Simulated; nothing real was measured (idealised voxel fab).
This is a process module. Its name is voxel self aligned vias.
Xsec cut, 210 nm wide, square cell size 5 nm.
In what follows, cross-sections appear as grids of square cells, described through bands that run from the top down, where every band is one or more rows of cells. Within each band entry, the heights of the top and of the bottom of the band appear first, in that order and in nm; the materials of the band then follow from left to right, each with its corresponding width in nm. The designation "everywhere" on a single material indicates that it fills the band from edge to edge; the designation "blank" indicates empty space. Ref level 0: as-received wafer is one material below here. Bottom band extends down with no lower bound ("top 0, no bottom"). Width spec "30 to 40" -> top row of cells at first value, bottom row at second value, equal per-row change in between. "identical to before" after a step means that no cell of the cross-section changed. Unvented voids: empty space of 8 cells or more with no open way to the top, each as width x height at its distance from the left edge, in nm. after a step's settings: what the simulator itself notes on the step. The "overlay nm" setting may appear on a step's line; for a step that uses a mask, it gives how far to the right of its planned position the mask lay, and a negative value indicates the left.
-- This section lists the process steps that were planned
1,RECEIVE | material Si
2,CONFORMAL_DEP | material SiO2 | thk nm 10
3,CONFORMAL_DEP | material SiCN | thk nm 5
4,DIRECTIONAL_DEP | material SiO2 | thk nm 30
5,MASKED_ETCH | tone open | mask id LINES | width nm 20 | pitch nm 60 | etch materials SiO2 | depth nm 30 | overlay nm 0
6,CONFORMAL_DEP | material TiN | thk nm 5
7,FILL_DEP | material W | thk nm 5
8,CMP | height nm 45
9,SELECTIVE_ETCH | etch materials W Ru TiN | depth nm 5
10,FILL_DEP | material SiN | thk nm 10
11,CMP | height nm 45
12,DIRECTIONAL_DEP | material SiO2 | thk nm 15
13,PATTERN | tone open | mask id VIAS | material resist | width nm 30 | thk nm 20 | overlay nm -15
14,DIRECTIONAL_ETCH | etch materials SiO2 | depth nm 15
15,DIRECTIONAL_ETCH | etch materials SiN | depth nm 5
16,STRIP | etch materials resist
17,CONFORMAL_DEP | material TiN | thk nm 5
18,FILL_DEP | material Ru | thk nm 5
19,CMP | height nm 60
20,CONFORMAL_DEP | material SiN | thk nm 5
For this document, wafers share an identical start and vary in the step 13 overlay nm; the plan quotes the first wafer's value.
-- Incoming state of the first of several wafers in cross-section: after step 1
- top 0, no bottom = Si everywhere
- Unvented voids: none
-- Wafer rows, end of module: cells per material gained (+) or lost (-) since receipt; closed voids last
overlay nm -15 | +8 Ru | +42 SiCN | +48 SiN | +396 SiO2 | +36 TiN | +16 W | Unvented voids: none
overlay nm -10 | +9 Ru | +42 SiCN | +47 SiN | +396 SiO2 | +36 TiN | +16 W | Unvented voids: none
overlay nm -5 | +10 Ru | +42 SiCN | +46 SiN | +396 SiO2 | +36 TiN | +16 W | Unvented voids: none
overlay nm 0 | +10 Ru | +42 SiCN | +46 SiN | +396 SiO2 | +36 TiN | +16 W | Unvented voids: none
overlay nm 5 | +10 Ru | +42 SiCN | +46 SiN | +396 SiO2 | +36 TiN | +16 W | Unvented voids: none
overlay nm 10 | +9 Ru | +42 SiCN | +47 SiN | +396 SiO2 | +36 TiN | +16 W | Unvented voids: none
overlay nm 15 | +8 Ru | +42 SiCN | +48 SiN | +396 SiO2 | +36 TiN | +16 W | Unvented voids: none
